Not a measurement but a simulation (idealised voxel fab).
Documented hereafter: the process module known as voxel trench capacitor.
Shown is cross-section cut, with a width of 190 nm and square cells of size 5 nm.
Cross-section format: a grid of square cells, given as bands from top to bottom; each band is one or more rows of cells.
Within each band entry, the heights of the top and of the bottom of the band appear first, in that order and in nm; the materials of the band then follow from left to right, each with its corresponding width in nm. The designation "edge to edge" on a single material indicates that it fills the band from edge to edge; the designation "air" indicates empty space.
Heights are reckoned from 0. Under this level, the received wafer is all of one material. The bottommost band is open-ended downward, for example "top 0, no bottom".
Width "30->40": first value at the band's top row of cells, second value at its bottom row, equal change from row to row.
"no change occurred" -> step changed no cross-section cell.
Basically, "Sealed void listing" tells you about the enclosed voids: empty spaces with no open way to the top, 8 cells or bigger, each written width x height at distance, where distance is from the left edge, all in nm.
On each step's line, the part that comes after the settings is the simulator's own comment on the step.
Among the settings permitted on a step's line is "overlay nm"; applied to a step with a mask, it specifies the extent to which the mask lay to the right of its planned position, whereas a negative figure signifies a position to the left.
List of planned process steps:
step 1: RECEIVE (material Si)
step 2: CONFORMAL_DEP (material SiN; thk nm 10)
step 3: DIRECTIONAL_DEP (material aC; thk nm 10)
step 4: PATTERN (tone open; mask id TRENCH; material resist; width nm 20; pitch nm 45; thk nm 30; overlay nm 0)
step 5: DIRECTIONAL_ETCH (etch materials aC; depth nm 10)
step 6: STRIP (etch materials resist)
step 7: DIRECTIONAL_ETCH (etch materials SiN; depth nm 10)
step 8: DIRECTIONAL_ETCH (etch materials Si; depth nm 35)
step 9: STRIP (etch materials aC)
step 10: CONFORMAL_DEP (material Al2O3; thk nm 5)
step 11: CONFORMAL_DEP (material TiN; thk nm 5)
step 12: FILL_DEP (material W; thk nm 5)
step 13: CMP (height nm 10)
Keep in mind the plan's value for the width nm of step 4 comes from the first wafer; the wafers don't share that setting, but they do share the same starting point.
As received, i.e. after step 1: cross-section through the first of several wafers:
  top 0, no bottom = Si edge to edge
  Sealed void listing: none
Wafer cross-section (first of several) - module end, post step 13 (last step):
  top 10, bottom 0 = 60 of SiN, then 5 of Al2O3, then 10 of TiN, then 5 of Al2O3, then 25 of SiN, then 5 of Al2O3, then 10 of TiN, then 5 of Al2O3, then 65 of SiN
  top 0, bottom -30 = 60 of Si, then 5 of Al2O3, then 10 of TiN, then 5 of Al2O3, then 25 of Si, then 5 of Al2O3, then 10 of TiN, then 5 of Al2O3, then 65 of Si
  top -30, bottom -35 = 60 of Si, then 20 of Al2O3, then 25 of Si, then 20 of Al2O3, then 65 of Si
  top -35, no bottom = Si edge to edge
  Sealed void listing: none
Final wafer cross-section at module end:
  top 10, bottom 0 = 55 of SiN, then 5 of Al2O3, then 5 of TiN, then 10 of W, then 5 of TiN, then 5 of Al2O3, then 15 of SiN, then 5 of Al2O3, then 5 of TiN, then 10 of W, then 5 of TiN, then 5 of Al2O3, then 60 of SiN
  top 0, bottom -25 = 55 of Si, then 5 of Al2O3, then 5 of TiN, then 10 of W, then 5 of TiN, then 5 of Al2O3, then 15 of Si, then 5 of Al2O3, then 5 of TiN, then 10 of W, then 5 of TiN, then 5 of Al2O3, then 60 of Si
  top -25, bottom -30 = 55 of Si, then 5 of Al2O3, then 20 of TiN, then 5 of Al2O3, then 15 of Si, then 5 of Al2O3, then 20 of TiN, then 5 of Al2O3, then 60 of Si
  top -30, bottom -35 = 55 of Si, then 30 of Al2O3, then 15 of Si, then 30 of Al2O3, then 60 of Si
  top -35, no bottom = Si edge to edge
  Sealed void listing: none
Table: wafers, a row each; end-of-module cell change per material since receipt, gain (+), loss (-); then closed voids:
width nm 20, +40 Al2O3, -56 Si, +60 SiN, +32 TiN, Sealed void listing: none
width nm 25, +42 Al2O3, -70 Si, +56 SiN, +34 TiN, +14 W, Sealed void listing: none
width nm 30, +44 Al2O3, -84 Si, +52 SiN, +36 TiN, +28 W, Sealed void listing: none
